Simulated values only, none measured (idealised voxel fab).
Process module under the name voxel transistor to metal
Section cut is 185 nm wide and gridded with 5 nm square cells.
In what follows, cross-sections appear as grids of square cells, described through bands that run from the top down, where every band is one or more rows of cells.
This entry defines a band. It first specifies the height of the band's top and the height of its bottom in nm, and then specifies the band's materials from left to right, stating each material with its width in nm. The word "full width" identifies a single material that fills the band from edge to edge, while the word "air" identifies empty space.
Height 0 is the level under which the wafer as received is all one material. The lowest band goes on downwards, as in "0 nm and below".
Per-row width for "30 to 40": begins at first number (top row of band), ends at second number (bottom row), increment between rows held constant.
A step reported as "left unchanged" is a step in which no cell of the cross-section changed.
Basically, "Closed cavity list" tells you about the enclosed voids: empty spaces with no open way to the top, 8 cells or bigger, each written width x height at distance, where distance is from the left edge, all in nm.
Formally, on a step line, whatever follows the settings is a remark that the simulator itself makes on the step.
For masked steps, "overlay nm" on the step line gives how far right of plan the mask actually lay; a minus sign means it lay to the left.

Process steps foreseen in the plan
1) RECEIVE: material Si
2) CONFORMAL_DEP: material SiO2, thk nm 5
3) CONFORMAL_DEP: material SiN, thk nm 10
4) PATTERN: tone cover, mask id ACTIVE, material resist, width nm 115, thk nm 15, overlay nm 0
5) DIRECTIONAL_ETCH: etch materials SiN, depth nm 10
6) DIRECTIONAL_ETCH: etch materials SiO2, depth nm 5
7) DIRECTIONAL_ETCH: etch materials Si, depth nm 20
8) STRIP: etch materials resist
9) FILL_DEP: material SiO2, thk nm 15
10) CMP: height nm 15
11) SELECTIVE_ETCH: etch materials SiO2, depth nm 10
12) STRIP: etch materials SiN
13) SELECTIVE_ETCH: etch materials SiO2, depth nm 5
14) OXIDIZE: depth nm 5
15) DIRECTIONAL_DEP: material polySi, thk nm 30
16) DIRECTIONAL_DEP: material SiCN, thk nm 15
17) MASKED_ETCH: tone cover, mask id GATE, width nm 25, etch materials SiCN, depth nm 25, overlay nm 0
18) MASKED_ETCH: tone cover, mask id GATE, width nm 25, etch materials polySi, depth nm 40, overlay nm 0
19) CONFORMAL_DEP: material SiO2, thk nm 5
20) DIRECTIONAL_ETCH: etch materials SiO2, depth nm 5
21) CONFORMAL_DEP: material SiN, thk nm 10
22) DIRECTIONAL_ETCH: etch materials SiN, depth nm 10
23) DIRECTIONAL_ETCH: etch materials SiO2, depth nm 5
24) DIRECTIONAL_ETCH: etch materials Si, depth nm 15
25) EPI: material pSi, thk nm 15
26) FILL_DEP: material SiO2, thk nm 5
27) CMP: height nm 30
28) STRIP: etch materials polySi
29) SELECTIVE_ETCH: etch materials SiO2, depth nm 5
30) CONFORMAL_DEP: material HfO2, thk nm 5
31) CONFORMAL_DEP: material TiN, thk nm 5
32) FILL_DEP: material W, thk nm 5
33) CMP: height nm 25
34) DIRECTIONAL_DEP: material SiO2, thk nm 10
35) MASKED_ETCH: tone open, mask id CONTACT, width nm 15, pitch nm 80, etch materials SiO2, depth nm 40, overlay nm 0
36) CONFORMAL_DEP: material TiN, thk nm 5
37) FILL_DEP: material Ru, thk nm 10
38) CMP: height nm 35
39) CONFORMAL_DEP: material SiCN, thk nm 5
40) DIRECTIONAL_DEP: material SiO2, thk nm 15
41) PATTERN: tone open, mask id METAL_1, material resist, width nm 15, pitch nm 80, thk nm 20, overlay nm 0
42) DIRECTIONAL_ETCH: etch materials SiO2, depth nm 15
43) DIRECTIONAL_ETCH: etch materials SiCN, depth nm 5
44) STRIP: etch materials resist
45) CONFORMAL_DEP: material TiN, thk nm 5
46) FILL_DEP: material Cu, thk nm 5
47) CMP: height nm 55
48) CONFORMAL_DEP: material SiN, thk nm 5

Cross-sectional view of the wafer in its as-received condition, corresponding to the state after step 1
0 nm and below = Si full width
Closed cavity list: none

The first of the two wafers as seen in cross-section once the module was finished; processing followed the plan
60 nm to 55 nm = SiN full width
55 nm to 40 nm = SiO2 45 nm, then TiN 5 nm, then Cu 5 nm, then TiN 5 nm, then SiO2 65 nm, then TiN 5 nm, then Cu 5 nm, then TiN 5 nm, then SiO2 45 nm
40 nm to 35 nm = SiCN 45 nm, then TiN 15 nm, then SiCN 65 nm, then TiN 15 nm, then SiCN 45 nm
35 nm to 25 nm = SiO2 45 nm, then TiN 5 nm, then Ru 5 nm, then TiN 5 nm, then SiO2 65 nm, then TiN 5 nm, then Ru 5 nm, then TiN 5 nm, then SiO2 45 nm
25 nm to 15 nm = SiO2 45 nm, then TiN 5 nm, then Ru 5 nm, then TiN 5 nm, then SiO2 5 nm, then SiN 10 nm, then HfO2 5 nm, then TiN 5 nm, then W 15 nm, then TiN 5 nm, then HfO2 5 nm, then SiN 10 nm, then SiO2 5 nm, then TiN 5 nm, then Ru 5 nm, then TiN 5 nm, then SiO2 45 nm
15 nm to 10 nm = SiO2 45 nm, then TiN 15 nm, then SiO2 5 nm, then SiN 10 nm, then HfO2 5 nm, then TiN 5 nm, then W 15 nm, then TiN 5 nm, then HfO2 5 nm, then SiN 10 nm, then SiO2 5 nm, then TiN 15 nm, then SiO2 45 nm
10 nm to 5 nm = SiO2 45 nm, then TiN 5 nm, then pSi 15 nm, then SiN 10 nm, then HfO2 5 nm, then TiN 5 nm, then W 15 nm, then TiN 5 nm, then HfO2 5 nm, then SiN 10 nm, then pSi 15 nm, then TiN 5 nm, then SiO2 45 nm
5 nm to 0 nm = SiO2 45 nm, then TiN 5 nm, then pSi 15 nm, then SiN 10 nm, then HfO2 5 nm, then TiN 25 nm, then HfO2 5 nm, then SiN 10 nm, then pSi 15 nm, then TiN 5 nm, then SiO2 45 nm
0 nm to -5 nm = SiO2 45 nm, then TiN 5 nm, then pSi 15 nm, then SiO2 10 nm, then HfO2 35 nm, then SiO2 10 nm, then pSi 15 nm, then TiN 5 nm, then SiO2 45 nm
-5 nm to -20 nm = SiO2 35 nm, then pSi 30 nm, then Si 55 nm, then pSi 30 nm, then SiO2 35 nm
-20 nm and below = Si full width
Closed cavity list: none

End of module, second wafer, cross-section. Started like the first, planned like the first, run with one mistake
60 nm to 55 nm = SiN full width
55 nm to 40 nm = SiO2 45 nm, then TiN 5 nm, then Cu 5 nm, then TiN 5 nm, then SiO2 65 nm, then TiN 5 nm, then Cu 5 nm, then TiN 5 nm, then SiO2 45 nm
40 nm to 35 nm = SiCN 45 nm, then TiN 15 nm, then SiCN 65 nm, then TiN 15 nm, then SiCN 45 nm
35 nm to 30 nm = SiO2 45 nm, then TiN 5 nm, then Ru 5 nm, then TiN 5 nm, then SiO2 65 nm, then TiN 5 nm, then Ru 5 nm, then TiN 5 nm, then SiO2 45 nm
30 nm to 25 nm = SiO2 45 nm, then TiN 15 nm, then SiO2 65 nm, then TiN 15 nm, then SiO2 45 nm
25 nm to 10 nm = SiO2 35 nm, then pSi 30 nm, then SiN 10 nm, then HfO2 5 nm, then TiN 5 nm, then W 15 nm, then TiN 5 nm, then HfO2 5 nm, then SiN 10 nm, then pSi 30 nm, then SiO2 35 nm
10 nm to 5 nm = SiO2 20 nm, then pSi 45 nm, then SiN 10 nm, then HfO2 5 nm, then TiN 5 nm, then W 15 nm, then TiN 5 nm, then HfO2 5 nm, then SiN 10 nm, then pSi 45 nm, then SiO2 20 nm
5 nm to 0 nm = SiO2 20 nm, then pSi 45 nm, then SiN 10 nm, then HfO2 5 nm, then TiN 25 nm, then HfO2 5 nm, then SiN 10 nm, then pSi 45 nm, then SiO2 20 nm
0 nm to -5 nm = SiO2 20 nm, then pSi 45 nm, then SiO2 10 nm, then HfO2 35 nm, then SiO2 10 nm, then pSi 45 nm, then SiO2 20 nm
-5 nm to -20 nm = SiO2 35 nm, then pSi 30 nm, then Si 55 nm, then pSi 30 nm, then SiO2 35 nm
-20 nm and below = Si full width
Closed cavity list: none
What was the processing mistake? execution of plan step 25 occurred twice
End check, counted in cells, second wafer has more or fewer of these materials than the first: Ru -6; SiO2 -48; TiN -18; pSi +72
